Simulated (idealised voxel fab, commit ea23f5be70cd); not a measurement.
Presented below is a process module, voxel air gaps.
Cross-section cut: width 245 nm, square cells of 5 nm.
Cross-section layout: square cells on a grid; listed as bands, top to bottom; a band spans one or more cell rows.
Within each band entry, the heights of the top and of the bottom of the band appear first, in that order and in nm; the materials of the band then follow from left to right, each with its corresponding width in nm. The designation "everywhere" on a single material indicates that it fills the band from edge to edge; the designation "empty" indicates empty space.
Note: height 0 marks the level under which the wafer is uniformly one material as received. Lowest band unbounded below, written "0 and below".
Think of "30->40" as a width that walks from the first number to the second as you go down the band, top row to bottom row, taking equal-sized steps from row to row.
"identical to before" for a step: no cell of the cross-section changed in that step.
Closed-off voids of 8+ cells (no open route to the top) go in "Closed void list", written width x height at distance from the left edge, in nm.
Heads up: the bit after the settings on a step's line is the simulator's remark on that step.
Each step line may optionally specify "overlay nm", which for a step with a mask gives the rightward distance between the mask's planned place and where it lay, a negative value indicating the leftward direction.
STEPS IN THE PROCESS PLAN
| 1 | RECEIVE: material Si |
| 2 | CONFORMAL_DEP: material SiO2, thk nm 10 |
| 3 | CONFORMAL_DEP: material SiCN, thk nm 5 |
| 4 | DIRECTIONAL_DEP: material SiO2, thk nm 40 |
| 5 | MASKED_ETCH: tone open, mask id LINES, width nm 25, pitch nm 50, etch materials SiO2, depth nm 40, overlay nm 0 |
| 6 | CONFORMAL_DEP: material TiN, thk nm 5 |
| 7 | FILL_DEP: material W, thk nm 5 |
| 8 | CMP: height nm 55 |
| 9 | EPI: material Ru, thk nm 10 |
| 10 | SELECTIVE_ETCH: etch materials SiO2, depth nm 50 |
| 11 | CONFORMAL_DEP: material SiCN, thk nm 5 |
CROSS-SECTION OF THE WAFER AS IT CAME TO US, I.E., ALREADY THROUGH STEP 1
- 0 and below  Si everywhere
- Closed void list: none
FIRST WAFER OF TWO, SECTIONED AT END OF MODULE; RUN WENT PER PLAN
- 70 down to 65  empty: 45, SiCN: 155, empty: 45
- 65 down to 55  empty: 45, SiCN: 5, Ru: 45, SiCN: 5, Ru: 45, SiCN: 5, Ru: 45, SiCN: 5, empty: 45
- 55 down to 50  empty: 45, SiCN: 15, TiN: 5, W: 15, TiN: 5, SiCN: 25, TiN: 5, W: 15, TiN: 5, SiCN: 25, TiN: 5, W: 15, TiN: 5, SiCN: 15, empty: 45
- 50 down to 20  empty: 55, SiCN: 5, TiN: 5, W: 15, TiN: 5, SiCN: 5, empty: 15, SiCN: 5, TiN: 5, W: 15, TiN: 5, SiCN: 5, empty: 15, SiCN: 5, TiN: 5, W: 15, TiN: 5, SiCN: 5, empty: 55
- 20 down to 15  SiCN: 60, TiN: 25, SiCN: 25, TiN: 25, SiCN: 25, TiN: 25, SiCN: 60
- 15 down to 10  SiCN everywhere
- 10 down to 0  SiO2 everywhere
- 0 and below  Si everywhere
- Closed void list: 15 x 30 at 90; 15 x 30 at 140
WAFER TWO (OF TWO), END-OF-MODULE CROSS-SECTION: START = WAFER ONE, PLAN = WAFER ONE, ONE RUN MISTAKE
- 70 down to 65  SiCN everywhere
- 65 down to 55  Ru: 70, SiCN: 5, Ru: 45, SiCN: 5, Ru: 45, SiCN: 5, Ru: 70
- 55 down to 50  W: 55, TiN: 5, SiCN: 25, TiN: 5, W: 15, TiN: 5, SiCN: 25, TiN: 5, W: 15, TiN: 5, SiCN: 25, TiN: 5, W: 55
- 50 down to 20  W: 55, TiN: 5, SiCN: 5, empty: 15, SiCN: 5, TiN: 5, W: 15, TiN: 5, SiCN: 5, empty: 15, SiCN: 5, TiN: 5, W: 15, TiN: 5, SiCN: 5, empty: 15, SiCN: 5, TiN: 5, W: 55
- 20 down to 15  TiN: 60, SiCN: 25, TiN: 25, SiCN: 25, TiN: 25, SiCN: 25, TiN: 60
- 15 down to 10  SiCN everywhere
- 10 down to 0  SiO2 everywhere
- 0 and below  Si everywhere
- Closed void list: 15 x 30 at 65; 15 x 30 at 115; 15 x 30 at 165
Nonconformance to the process plan: step 5 did not happen as planned, as run it was MASKED_ETCH: tone cover, mask id LINES, width nm 25, pitch nm 50, etch materials SiO2, depth nm 40, overlay nm 0
Final difference in cells, second wafer against first, listed per material as more or fewer: Ru +38; SiCN -4; TiN +19; W +133
At process end, closed voids number 2 in the first wafer and 3 in the second wafer.
